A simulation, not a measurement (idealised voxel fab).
process module | voxel transistor to metal
cross-section cut | 145 nm wide | cells 5 nm
A cross-section is a grid of square cells, given in bands from the top down. A band is one or more rows of cells.
Each band's line starts with the height of the band's top and of its bottom, in nm. Then come its materials from left to right, each with its width in nm. One material with "throughout" fills the band from edge to edge. "air" is empty space.
Height 0 is the level under which the wafer as received is all one material. The lowest band goes on downwards, as in "0 down".
A width such as "30 to 40" changes by the same amount from each row of cells to the next, from the band's top row to its bottom row.
"no change" after a step means that no cell of the cross-section changed.
closed voids: empty space of 8 cells or more with no open way to the top, each as width x height at its distance from the left edge, in nm
after a step's settings: what the simulator itself notes on the step
overlay nm, on a step with a mask: how far to the right of its planned place the mask lay; to the left if negative
plan
1 op RECEIVE | material Si
2 op OXIDIZE | depth nm 5
3 op CONFORMAL_DEP | material SiN | thk nm 10
4 op DIRECTIONAL_DEP | material aC | thk nm 10
5 op PATTERN | tone cover | mask id ACTIVE | material resist | width nm 105 | thk nm 30 | overlay nm 0
6 op DIRECTIONAL_ETCH | etch materials aC | depth nm 10
7 op STRIP | etch materials resist
8 op DIRECTIONAL_ETCH | etch materials SiN | depth nm 10
9 op DIRECTIONAL_ETCH | etch materials SiO2 | depth nm 5
10 op DIRECTIONAL_ETCH | etch materials Si | depth nm 25
11 op STRIP | etch materials aC
12 op FILL_DEP | material SiO2 | thk nm 5
13 op CMP | height nm 10
14 op SELECTIVE_ETCH | etch materials SiO2 | depth nm 10
15 op STRIP | etch materials SiN
16 op SELECTIVE_ETCH | etch materials SiO2 | depth nm 5
17 op OXIDIZE | depth nm 5
18 op DIRECTIONAL_DEP | material polySi | thk nm 30
19 op DIRECTIONAL_DEP | material SiCN | thk nm 10
20 op DIRECTIONAL_DEP | material aC | thk nm 15
21 op PATTERN | tone cover | mask id GATE | material resist | width nm 35 | thk nm 30 | overlay nm 0
22 op DIRECTIONAL_ETCH | etch materials aC | depth nm 15
23 op STRIP | etch materials resist
24 op DIRECTIONAL_ETCH | etch materials SiCN | depth nm 20
25 op DIRECTIONAL_ETCH | etch materials polySi | depth nm 40
26 op STRIP | etch materials aC
27 op CONFORMAL_DEP | material SiN | thk nm 5
28 op DIRECTIONAL_ETCH | etch materials SiN | depth nm 5
29 op DIRECTIONAL_ETCH | etch materials SiO2 | depth nm 5
30 op DIRECTIONAL_ETCH | etch materials Si | depth nm 5
31 op EPI | material SiGe | thk nm 5
32 op FILL_DEP | material SiO2 | thk nm 10
33 op CMP | height nm 25
34 op STRIP | etch materials polySi
35 op SELECTIVE_ETCH | etch materials SiO2 | depth nm 5
36 op CONFORMAL_DEP | material HfO2 | thk nm 5
37 op CONFORMAL_DEP | material TiN | thk nm 5
38 op FILL_DEP | material W | thk nm 5
39 op CMP | height nm 20
40 op DIRECTIONAL_DEP | material SiO2 | thk nm 15
41 op DIRECTIONAL_DEP | material aC | thk nm 10
42 op PATTERN | tone open | mask id CONTACT | material resist | width nm 15 | pitch nm 80 | thk nm 30 | overlay nm 0
43 op DIRECTIONAL_ETCH | etch materials aC | depth nm 10
44 op STRIP | etch materials resist
45 op DIRECTIONAL_ETCH | etch materials SiO2 | depth nm 45
46 op STRIP | etch materials aC
47 op CONFORMAL_DEP | material TiN | thk nm 5
48 op FILL_DEP | material Ru | thk nm 5
49 op CMP | height nm 35
50 op CONFORMAL_DEP | material SiCN | thk nm 5
51 op DIRECTIONAL_DEP | material SiO2 | thk nm 25
52 op MASKED_ETCH | tone open | mask id METAL_1 | width nm 15 | pitch nm 80 | etch materials SiO2 | depth nm 25 | overlay nm 0
53 op MASKED_ETCH | tone open | mask id METAL_1 | width nm 15 | pitch nm 80 | etch materials SiCN | depth nm 5 | overlay nm 0
54 op CONFORMAL_DEP | material TiN | thk nm 5
55 op FILL_DEP | material Ru | thk nm 5
56 op CMP | height nm 65
57 op EPI | material Ru | thk nm 5
58 op FILL_DEP | material SiCN | thk nm 5
as received, after step 1
  0 down: Si throughout
  closed voids: none
a wafer at the end: this start, this plan, one mistake
  75 to 70: SiCN throughout
  70 to 65: SiCN 20 | Ru 25 | SiCN 55 | Ru 25 | SiCN 20
  65 to 40: SiO2 25 | TiN 5 | W 5 | TiN 5 | SiO2 65 | TiN 5 | W 5 | TiN 5 | SiO2 25
  40 to 35: SiCN 25 | TiN 15 | SiCN 65 | TiN 15 | SiCN 25
  35 to 20: SiO2 25 | TiN 5 | Ru 5 | TiN 5 | SiO2 65 | TiN 5 | Ru 5 | TiN 5 | SiO2 25
  20 to 0: SiO2 25 | TiN 5 | Ru 5 | TiN 5 | SiO2 10 | SiN 5 | HfO2 5 | TiN 5 | W 15 | TiN 5 | HfO2 5 | SiN 5 | SiO2 10 | TiN 5 | Ru 5 | TiN 5 | SiO2 25
  0 to -5: SiO2 25 | TiN 5 | Ru 5 | TiN 5 | SiO2 10 | SiN 5 | HfO2 5 | TiN 25 | HfO2 5 | SiN 5 | SiO2 10 | TiN 5 | Ru 5 | TiN 5 | SiO2 25
  -5 to -10: SiO2 25 | TiN 15 | SiO2 5 | SiGe 5 | HfO2 45 | SiGe 5 | SiO2 5 | TiN 15 | SiO2 25
  -10 to -15: SiO2 20 | SiGe 30 | Si 45 | SiGe 30 | SiO2 20
  -15 to -30: SiO2 20 | Si 105 | SiO2 20
  -30 down: Si throughout
  closed voids: none
what went wrong: step 55 ran as: op FILL_DEP | material W | thk nm 5
